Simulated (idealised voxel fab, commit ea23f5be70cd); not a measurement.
Name of the process module below: voxel transistor to metal
This is section cut - it's 280 nm across, gridded in 5 nm square cells.
When this document writes out a cross-section, it uses a grid of square cells and lists it as bands, beginning at the top and moving down, with a band standing for one or more rows of cells.
First you get the band's top height and its bottom height, in nm, and then the materials it's made of, left to right, with each width in nm. If you see a single material with "throughout", that one covers the band edge to edge. "blank" is empty space.
Basically, 0 is our baseline, since under it the wafer straight out of the box is all one material. The bottom band has no lower end and keeps on going down, so it looks like "from 0 down".
Read "30 to 40" as a graded width: first number on top, second number at the bottom, same change between each pair of neighbouring rows.
For the purposes of this document, the phrase "no modification" attached to a step denotes that no cell within the cross-section was modified by that step.
If an empty space has no open way to the top and is at least 8 cells in size, "Fully sealed cavities" lists it, written width x height at distance, where distance is measured from the left edge and every value is in nm.
Heads up: the bit after the settings on a step's line is the simulator's remark on that step.
overlay nm: mask offset rightward from planned place, masked step; negative means leftward offset.
PLAN
1: RECEIVE (material Si)
2: OXIDIZE (depth nm 5)
3: CONFORMAL_DEP (material SiN; thk nm 10)
4: MASKED_ETCH (tone cover; mask id ACTIVE; width nm 110; pitch nm 135; etch materials SiN; depth nm 10; overlay nm 0)
5: MASKED_ETCH (tone cover; mask id ACTIVE; width nm 110; pitch nm 135; etch materials SiO2; depth nm 5; overlay nm 0)
6: MASKED_ETCH (tone cover; mask id ACTIVE; width nm 110; pitch nm 135; etch materials Si; depth nm 35; overlay nm 0)
7: FILL_DEP (material SiO2; thk nm 10)
8: CMP (height nm 10)
9: SELECTIVE_ETCH (etch materials SiO2; depth nm 10)
10: STRIP (etch materials SiN)
11: SELECTIVE_ETCH (etch materials SiO2; depth nm 5)
12: OXIDIZE (depth nm 5)
13: DIRECTIONAL_DEP (material polySi; thk nm 20)
14: DIRECTIONAL_DEP (material SiCN; thk nm 10)
15: PATTERN (tone cover; mask id GATE; material resist; width nm 30; pitch nm 135; thk nm 15; overlay nm 0)
16: DIRECTIONAL_ETCH (etch materials SiCN; depth nm 20)
17: DIRECTIONAL_ETCH (etch materials polySi; depth nm 30)
18: STRIP (etch materials resist)
19: CONFORMAL_DEP (material SiN; thk nm 5)
20: DIRECTIONAL_ETCH (etch materials SiN; depth nm 5)
21: DIRECTIONAL_ETCH (etch materials SiO2; depth nm 5)
22: DIRECTIONAL_ETCH (etch materials Si; depth nm 15)
23: EPI (material SiGe; thk nm 15)
24: FILL_DEP (material SiO2; thk nm 10)
25: CMP (height nm 15)
26: STRIP (etch materials polySi)
27: SELECTIVE_ETCH (etch materials SiO2; depth nm 5)
28: CONFORMAL_DEP (material HfO2; thk nm 5)
29: CONFORMAL_DEP (material TiN; thk nm 5)
30: FILL_DEP (material W; thk nm 5)
31: CMP (height nm 10)
32: DIRECTIONAL_DEP (material SiO2; thk nm 10)
33: MASKED_ETCH (tone open; mask id CONTACT; width nm 20; etch materials SiO2; depth nm 30; overlay nm 0)
34: CONFORMAL_DEP (material TiN; thk nm 5)
35: FILL_DEP (material W; thk nm 5)
36: CMP (height nm 20)
37: DIRECTIONAL_DEP (material TiN; thk nm 5)
38: DIRECTIONAL_DEP (material W; thk nm 20)
39: PATTERN (tone cover; mask id METAL_1; material resist; width nm 20; thk nm 20; overlay nm 0)
40: DIRECTIONAL_ETCH (etch materials W; depth nm 20)
41: DIRECTIONAL_ETCH (etch materials TiN; depth nm 5)
42: STRIP (etch materials resist)
43: CONFORMAL_DEP (material SiCN; thk nm 5)
44: FILL_DEP (material SiO2; thk nm 5)
45: CMP (height nm 45)
46: CONFORMAL_DEP (material SiN; thk nm 5)
SO THIS IS THE INCOMING WAFER IN CROSS-SECTION - IT'S ALREADY BEEN THROUGH STEP 1
  from 0 down: Si throughout
  Fully sealed cavities: none
MODULE COMPLETE - CROSS-SECTION OF THE FIRST OF TWO WAFERS, RUN ACCORDING TO PLAN
  from 50 to 45: SiN throughout
  from 45 to 25: 15 nm SiO2 | 5 nm SiCN | 20 nm W | 5 nm SiCN | 50 nm SiO2 | 5 nm SiCN | 20 nm W | 5 nm SiCN | 25 nm SiO2 | 5 nm SiCN | 20 nm W | 5 nm SiCN | 50 nm SiO2 | 5 nm SiCN | 20 nm W | 5 nm SiCN | 20 nm SiO2
  from 25 to 20: 20 nm SiCN | 20 nm TiN | 60 nm SiCN | 20 nm TiN | 35 nm SiCN | 20 nm TiN | 60 nm SiCN | 20 nm TiN | 25 nm SiCN
  from 20 to 10: 20 nm SiO2 | 5 nm TiN | 10 nm W | 5 nm TiN | 60 nm SiO2 | 5 nm TiN | 10 nm W | 5 nm TiN | 35 nm SiO2 | 5 nm TiN | 10 nm W | 5 nm TiN | 60 nm SiO2 | 5 nm TiN | 10 nm W | 5 nm TiN | 25 nm SiO2
  from 10 to 5: 20 nm SiO2 | 5 nm TiN | 5 nm W | 10 nm TiN | 10 nm SiO2 | 5 nm SiN | 5 nm HfO2 | 5 nm TiN | 10 nm W | 5 nm TiN | 5 nm HfO2 | 5 nm SiN | 10 nm SiO2 | 10 nm TiN | 5 nm W | 5 nm TiN | 35 nm SiO2 | 5 nm TiN | 5 nm W | 10 nm TiN | 10 nm SiO2 | 5 nm SiN | 5 nm HfO2 | 5 nm TiN | 10 nm W | 5 nm TiN | 5 nm HfO2 | 5 nm SiN | 10 nm SiO2 | 10 nm TiN | 5 nm W | 5 nm TiN | 25 nm SiO2
  from 5 to 0: 20 nm SiO2 | 5 nm TiN | 5 nm W | 5 nm TiN | 15 nm SiGe | 5 nm SiN | 5 nm HfO2 | 5 nm TiN | 10 nm W | 5 nm TiN | 5 nm HfO2 | 5 nm SiN | 15 nm SiGe | 5 nm TiN | 5 nm W | 5 nm TiN | 35 nm SiO2 | 5 nm TiN | 5 nm W | 5 nm TiN | 15 nm SiGe | 5 nm SiN | 5 nm HfO2 | 5 nm TiN | 10 nm W | 5 nm TiN | 5 nm HfO2 | 5 nm SiN | 15 nm SiGe | 5 nm TiN | 5 nm W | 5 nm TiN | 25 nm SiO2
  from 0 to -5: 20 nm SiO2 | 5 nm TiN | 5 nm W | 5 nm TiN | 15 nm SiGe | 5 nm SiN | 5 nm HfO2 | 20 nm TiN | 5 nm HfO2 | 5 nm SiN | 15 nm SiGe | 5 nm TiN | 5 nm W | 5 nm TiN | 35 nm SiO2 | 5 nm TiN | 5 nm W | 5 nm TiN | 15 nm SiGe | 5 nm SiN | 5 nm HfO2 | 20 nm TiN | 5 nm HfO2 | 5 nm SiN | 15 nm SiGe | 5 nm TiN | 5 nm W | 5 nm TiN | 25 nm SiO2
  from -5 to -10: 20 nm SiO2 | 15 nm TiN | 15 nm SiGe | 40 nm HfO2 | 15 nm SiGe | 15 nm TiN | 35 nm SiO2 | 15 nm TiN | 15 nm SiGe | 40 nm HfO2 | 15 nm SiGe | 15 nm TiN | 25 nm SiO2
  from -10 to -25: 15 nm SiO2 | 35 nm SiGe | 40 nm Si | 35 nm SiGe | 25 nm SiO2 | 35 nm SiGe | 40 nm Si | 35 nm SiGe | 20 nm SiO2
  from -25 to -40: 15 nm SiO2 | 110 nm Si | 25 nm SiO2 | 110 nm Si | 20 nm SiO2
  from -40 down: Si throughout
  Fully sealed cavities: none
WAFER TWO (OF TWO), END-OF-MODULE CROSS-SECTION: START = WAFER ONE, PLAN = WAFER ONE, ONE RUN MISTAKE
  from 50 to 45: SiN throughout
  from 45 to 25: 15 nm SiO2 | 5 nm SiCN | 20 nm W | 5 nm SiCN | 50 nm SiO2 | 5 nm SiCN | 20 nm W | 5 nm SiCN | 25 nm SiO2 | 5 nm SiCN | 20 nm W | 5 nm SiCN | 50 nm SiO2 | 5 nm SiCN | 20 nm W | 5 nm SiCN | 20 nm SiO2
  from 25 to 20: 20 nm SiCN | 20 nm TiN | 60 nm SiCN | 20 nm TiN | 35 nm SiCN | 20 nm TiN | 60 nm SiCN | 20 nm TiN | 25 nm SiCN
  from 20 to 10: 25 nm SiO2 | 5 nm TiN | 5 nm W | 5 nm TiN | 65 nm SiO2 | 5 nm TiN | 5 nm W | 5 nm TiN | 40 nm SiO2 | 5 nm TiN | 5 nm W | 5 nm TiN | 65 nm SiO2 | 5 nm TiN | 5 nm W | 5 nm TiN | 25 nm SiO2
  from 10 to 5: 25 nm SiO2 | 15 nm TiN | 10 nm SiO2 | 5 nm SiN | 5 nm HfO2 | 5 nm TiN | 10 nm W | 5 nm TiN | 5 nm HfO2 | 5 nm SiN | 15 nm SiO2 | 5 nm TiN | 5 nm W | 5 nm TiN | 40 nm SiO2 | 15 nm TiN | 10 nm SiO2 | 5 nm SiN | 5 nm HfO2 | 5 nm TiN | 10 nm W | 5 nm TiN | 5 nm HfO2 | 5 nm SiN | 15 nm SiO2 | 5 nm TiN | 5 nm W | 5 nm TiN | 25 nm SiO2
  from 5 to 0: 25 nm SiO2 | 10 nm TiN | 15 nm SiGe | 5 nm SiN | 5 nm HfO2 | 5 nm TiN | 10 nm W | 5 nm TiN | 5 nm HfO2 | 5 nm SiN | 15 nm SiGe | 5 nm TiN | 5 nm W | 5 nm TiN | 40 nm SiO2 | 10 nm TiN | 15 nm SiGe | 5 nm SiN | 5 nm HfO2 | 5 nm TiN | 10 nm W | 5 nm TiN | 5 nm HfO2 | 5 nm SiN | 15 nm SiGe | 5 nm TiN | 5 nm W | 5 nm TiN | 25 nm SiO2
  from 0 to -5: 25 nm SiO2 | 10 nm TiN | 15 nm SiGe | 5 nm SiN | 5 nm HfO2 | 20 nm TiN | 5 nm HfO2 | 5 nm SiN | 15 nm SiGe | 5 nm TiN | 5 nm W | 5 nm TiN | 40 nm SiO2 | 10 nm TiN | 15 nm SiGe | 5 nm SiN | 5 nm HfO2 | 20 nm TiN | 5 nm HfO2 | 5 nm SiN | 15 nm SiGe | 5 nm TiN | 5 nm W | 5 nm TiN | 25 nm SiO2
  from -5 to -10: 25 nm SiO2 | 10 nm TiN | 15 nm SiGe | 40 nm HfO2 | 15 nm SiGe | 15 nm TiN | 40 nm SiO2 | 10 nm TiN | 15 nm SiGe | 40 nm HfO2 | 15 nm SiGe | 15 nm TiN | 25 nm SiO2
  from -10 to -25: 15 nm SiO2 | 35 nm SiGe | 40 nm Si | 35 nm SiGe | 25 nm SiO2 | 35 nm SiGe | 40 nm Si | 35 nm SiGe | 20 nm SiO2
  from -25 to -40: 15 nm SiO2 | 110 nm Si | 25 nm SiO2 | 110 nm Si | 20 nm SiO2
  from -40 down: Si throughout
  Fully sealed cavities: none
In executing the process, a mistake was made relative to the plan: not per plan at step 33, really ran MASKED_ETCH (tone open; mask id CONTACT; width nm 15; etch materials SiO2; depth nm 30; overlay nm 0)
Upon completion, the second wafer contains, in terms of cells, a greater or smaller amount of certain materials than the first wafer: 18 more of SiO2, 4 fewer of TiN, 14 fewer of W
